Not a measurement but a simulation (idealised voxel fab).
process module | voxel wiring stack
cross-section cut | 210 nm wide | cells 5 nm
A cross-section is a grid of square cells, given in bands from the top down. A band is one or more rows of cells.
Each band's line starts with the height of the band's top and of its bottom, in nm. Then come its materials from left to right, each with its width in nm. One material with "throughout" fills the band from edge to edge. "air" is empty space.
Height 0 is the level under which the wafer as received is all one material. The lowest band goes on downwards, as in "0 down".
A width such as "30 to 40" changes by the same amount from each row of cells to the next, from the band's top row to its bottom row.
"no change" after a step means that no cell of the cross-section changed.
closed voids: empty space of 8 cells or more with no open way to the top, each as width x height at its distance from the left edge, in nm
after a step's settings: what the simulator itself notes on the step
overlay nm, on a step with a mask: how far to the right of its planned place the mask lay; to the left if negative
plan
1 op RECEIVE | material Si
2 op CONFORMAL_DEP | material SiO2 | thk nm 10
3 op CONFORMAL_DEP | material SiN | thk nm 5
4 op DIRECTIONAL_DEP | material SiO2 | thk nm 25
5 op DIRECTIONAL_DEP | material aC | thk nm 10
6 op PATTERN | tone open | mask id METAL_1 | material resist | width nm 25 | pitch nm 50 | thk nm 30 | overlay nm 0
7 op DIRECTIONAL_ETCH | etch materials aC | depth nm 10
8 op STRIP | etch materials resist
9 op DIRECTIONAL_ETCH | etch materials SiO2 | depth nm 25
10 op DIRECTIONAL_ETCH | etch materials SiN | depth nm 5
11 op STRIP | etch materials aC
12 op CONFORMAL_DEP | material TiN | thk nm 5
13 op FILL_DEP | material Cu | thk nm 5
14 op CMP | height nm 40
15 op CONFORMAL_DEP | material SiCN | thk nm 5
16 op DIRECTIONAL_DEP | material SiO2 | thk nm 25
17 op MASKED_ETCH | tone open | mask id METAL_2_HOLES | width nm 15 | pitch nm 50 | etch materials SiO2 | depth nm 25 | overlay nm 0
18 op MASKED_ETCH | tone open | mask id METAL_2 | width nm 25 | pitch nm 50 | etch materials SiO2 | depth nm 15 | overlay nm 0
19 op MASKED_ETCH | tone open | mask id METAL_2 | width nm 25 | pitch nm 50 | etch materials SiCN | depth nm 5 | overlay nm 0
20 op CONFORMAL_DEP | material TiN | thk nm 5
21 op FILL_DEP | material Cu | thk nm 10
22 op CMP | height nm 70
23 op CONFORMAL_DEP | material SiCN | thk nm 5
24 op DIRECTIONAL_DEP | material lowk | thk nm 35
25 op PATTERN | tone open | mask id METAL_3 | material resist | width nm 25 | pitch nm 50 | thk nm 15 | overlay nm 0
26 op DIRECTIONAL_ETCH | etch materials lowk | depth nm 20
27 op STRIP | etch materials resist
28 op DIRECTIONAL_DEP | material aC | thk nm 15
29 op PATTERN | tone open | mask id METAL_3_HOLES | material resist | width nm 15 | pitch nm 50 | thk nm 35 | overlay nm 0
30 op DIRECTIONAL_ETCH | etch materials aC | depth nm 15
31 op STRIP | etch materials resist
32 op DIRECTIONAL_ETCH | etch materials lowk | depth nm 15
33 op DIRECTIONAL_ETCH | etch materials SiCN | depth nm 5
34 op STRIP | etch materials aC
35 op CONFORMAL_DEP | material TiN | thk nm 5
36 op FILL_DEP | material Cu | thk nm 5
37 op CMP | height nm 110
38 op CONFORMAL_DEP | material SiN | thk nm 5
as received, after step 1
  0 down: Si throughout
  closed voids: none
first wafer at the end, as planned
  115 to 110: SiN throughout
  110 to 95: lowk 15 | TiN 5 | Cu 15 | TiN 5 | lowk 25 | TiN 5 | Cu 15 | TiN 5 | lowk 25 | TiN 5 | Cu 15 | TiN 5 | lowk 25 | TiN 5 | Cu 15 | TiN 5 | lowk 20
  95 to 90: lowk 15 | TiN 5 | Cu 5 | TiN 15 | lowk 25 | TiN 5 | Cu 5 | TiN 15 | lowk 25 | TiN 5 | Cu 5 | TiN 15 | lowk 25 | TiN 5 | Cu 5 | TiN 15 | lowk 20
  90 to 75: lowk 15 | TiN 5 | Cu 5 | TiN 5 | lowk 35 | TiN 5 | Cu 5 | TiN 5 | lowk 35 | TiN 5 | Cu 5 | TiN 5 | lowk 35 | TiN 5 | Cu 5 | TiN 5 | lowk 30
  75 to 70: SiCN 15 | TiN 15 | SiCN 35 | TiN 15 | SiCN 35 | TiN 15 | SiCN 35 | TiN 15 | SiCN 30
  70 to 60: SiO2 15 | TiN 5 | Cu 15 | TiN 5 | SiO2 25 | TiN 5 | Cu 15 | TiN 5 | SiO2 25 | TiN 5 | Cu 15 | TiN 5 | SiO2 25 | TiN 5 | Cu 15 | TiN 5 | SiO2 20
  60 to 55: SiO2 15 | TiN 5 | Cu 5 | TiN 15 | SiO2 25 | TiN 5 | Cu 5 | TiN 15 | SiO2 25 | TiN 5 | Cu 5 | TiN 15 | SiO2 25 | TiN 5 | Cu 5 | TiN 15 | SiO2 20
  55 to 45: SiO2 15 | TiN 5 | Cu 5 | TiN 5 | SiO2 35 | TiN 5 | Cu 5 | TiN 5 | SiO2 35 | TiN 5 | Cu 5 | TiN 5 | SiO2 35 | TiN 5 | Cu 5 | TiN 5 | SiO2 30
  45 to 40: SiCN 15 | TiN 15 | SiCN 35 | TiN 15 | SiCN 35 | TiN 15 | SiCN 35 | TiN 15 | SiCN 30
  40 to 15: SiO2 15 | TiN 5 | Cu 15 | TiN 5 | SiO2 25 | TiN 5 | Cu 15 | TiN 5 | SiO2 25 | TiN 5 | Cu 15 | TiN 5 | SiO2 25 | TiN 5 | Cu 15 | TiN 5 | SiO2 20
  15 to 10: SiN 15 | TiN 25 | SiN 25 | TiN 25 | SiN 25 | TiN 25 | SiN 25 | TiN 25 | SiN 20
  10 to 0: SiO2 throughout
  0 down: Si throughout
  closed voids: none
second wafer at the end: like start, like plan, one mistake
  115 to 110: SiN throughout
  110 to 95: lowk 15 | TiN 5 | Cu 15 | TiN 5 | lowk 25 | TiN 5 | Cu 15 | TiN 5 | lowk 25 | TiN 5 | Cu 15 | TiN 5 | lowk 25 | TiN 5 | Cu 15 | TiN 5 | lowk 20
  95 to 90: lowk 15 | TiN 5 | Cu 5 | TiN 15 | lowk 25 | TiN 5 | Cu 5 | TiN 15 | lowk 25 | TiN 5 | Cu 5 | TiN 15 | lowk 25 | TiN 5 | Cu 5 | TiN 15 | lowk 20
  90 to 75: lowk 15 | TiN 5 | Cu 5 | TiN 5 | lowk 35 | TiN 5 | Cu 5 | TiN 5 | lowk 35 | TiN 5 | Cu 5 | TiN 5 | lowk 35 | TiN 5 | Cu 5 | TiN 5 | lowk 30
  75 to 70: SiCN 15 | TiN 15 | SiCN 35 | TiN 15 | SiCN 35 | TiN 15 | SiCN 35 | TiN 15 | SiCN 30
  70 to 65: SiO2 15 | TiN 5 | Cu 5 | TiN 15 | SiO2 25 | TiN 5 | Cu 5 | TiN 15 | SiO2 25 | TiN 5 | Cu 5 | TiN 15 | SiO2 25 | TiN 5 | Cu 5 | TiN 15 | SiO2 20
  65 to 55: SiO2 15 | TiN 5 | Cu 5 | TiN 5 | SiO2 35 | TiN 5 | Cu 5 | TiN 5 | SiO2 35 | TiN 5 | Cu 5 | TiN 5 | SiO2 35 | TiN 5 | Cu 5 | TiN 5 | SiO2 30
  55 to 50: SiCN 15 | TiN 15 | SiCN 35 | TiN 15 | SiCN 35 | TiN 15 | SiCN 35 | TiN 15 | SiCN 30
  50 to 40: SiCN throughout
  40 to 15: SiO2 15 | TiN 5 | Cu 15 | TiN 5 | SiO2 25 | TiN 5 | Cu 15 | TiN 5 | SiO2 25 | TiN 5 | Cu 15 | TiN 5 | SiO2 25 | TiN 5 | Cu 15 | TiN 5 | SiO2 20
  15 to 10: SiN 15 | TiN 25 | SiN 25 | TiN 25 | SiN 25 | TiN 25 | SiN 25 | TiN 25 | SiN 20
  10 to 0: SiO2 throughout
  0 down: Si throughout
  closed voids: none
what went wrong: step 15 ran as: op CONFORMAL_DEP | material SiCN | thk nm 15
at the end the second wafer has, in cells: 24 fewer of Cu | 84 more of SiCN | 44 fewer of SiO2 | 16 fewer of TiN
